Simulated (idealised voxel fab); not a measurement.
process module | voxel ribs on slabs
Shown is cross-section cut, with a width of 220 nm and square cells of size 5 nm.
For the purposes of this document, a cross-section shall be understood as a grid of square cells, specified as bands listed in top-to-bottom order, each band consisting of one or more rows of cells.
Quick guide to a band line: top height, bottom height (nm) up front; then every material left to right with its width in nm. Only one material and it's marked "full width"? Then it fills the band edge to edge. And "air" just means empty space.
Heights are expressed relative to 0, this being the level below which the as-received wafer comprises one material exclusively. The lowest band is unbounded in the downward direction and is denoted as in "0 -> down".
A width given as "30 to 40" starts at the first number in the band's top row and ends at the second number in its bottom row, shifting by an equal amount at every step from row to row.
Where a step carries "nothing different", the cross-section came out of it unchanged, cell for cell.
In "Closed void listing" the enclosed voids are listed, meaning empty spaces of 8 cells or larger without any opening to the top. The form is width x height at distance, distance from the left edge, units nm.
Note: text after step settings on the step line = simulator remark on that step.
Each step line may optionally specify "overlay nm", which for a step with a mask gives the rightward distance between the mask's planned place and where it lay, a negative value indicating the leftward direction.
-- This section lists the process steps that were planned
- 1: RECEIVE [material Si]
- 2: DIRECTIONAL_DEP [material SiO2] [thk nm 20]
- 3: DIRECTIONAL_DEP [material SiN] [thk nm 15]
- 4: PATTERN [tone cover] [mask id RIB] [material resist] [width nm 20] [thk nm 15] [overlay nm 0]
- 5: DIRECTIONAL_ETCH [etch materials SiN] [depth nm 10]
- 6: STRIP [etch materials resist]
- 7: PATTERN [tone cover] [mask id SLAB] [material resist] [width nm 60] [thk nm 20] [overlay nm -15]
- 8: DIRECTIONAL_ETCH [etch materials SiN] [depth nm 5]
- 9: STRIP [etch materials resist]
- 10: FILL_DEP [material SiO2] [thk nm 20]
- 11: CMP [height nm 45]
- 12: DIRECTIONAL_DEP [material W] [thk nm 5]
- 13: PATTERN [tone cover] [mask id HEATER] [material resist] [width nm 30] [thk nm 20] [overlay nm 0]
- 14: DIRECTIONAL_ETCH [etch materials W] [depth nm 5]
- 15: STRIP [etch materials resist]
- 16: CONFORMAL_DEP [material SiN] [thk nm 10]
Be aware that, although all wafers share a common starting state, the overlay nm at step 7 differs among them, and the plan displays the first wafer's value.
-- The first of several wafers as received, shown in cross-section; this is its state after step 1
- 0 -> down | Si full width
- Closed void listing: none
-- Where each wafer stands at the end of the module, a row apiece: cells of each material gained (+) or lost (-) since it was received, then closed voids
overlay nm -15, +112 SiN, +376 SiO2, +6 W, Closed void listing: none
overlay nm -10, +112 SiN, +376 SiO2, +6 W, Closed void listing: none
overlay nm -5, +112 SiN, +376 SiO2, +6 W, Closed void listing: none
overlay nm 0, +112 SiN, +376 SiO2, +6 W, Closed void listing: none
overlay nm 5, +112 SiN, +376 SiO2, +6 W, Closed void listing: none
overlay nm 10, +112 SiN, +376 SiO2, +6 W, Closed void listing: none
overlay nm 15, +112 SiN, +376 SiO2, +6 W, Closed void listing: none
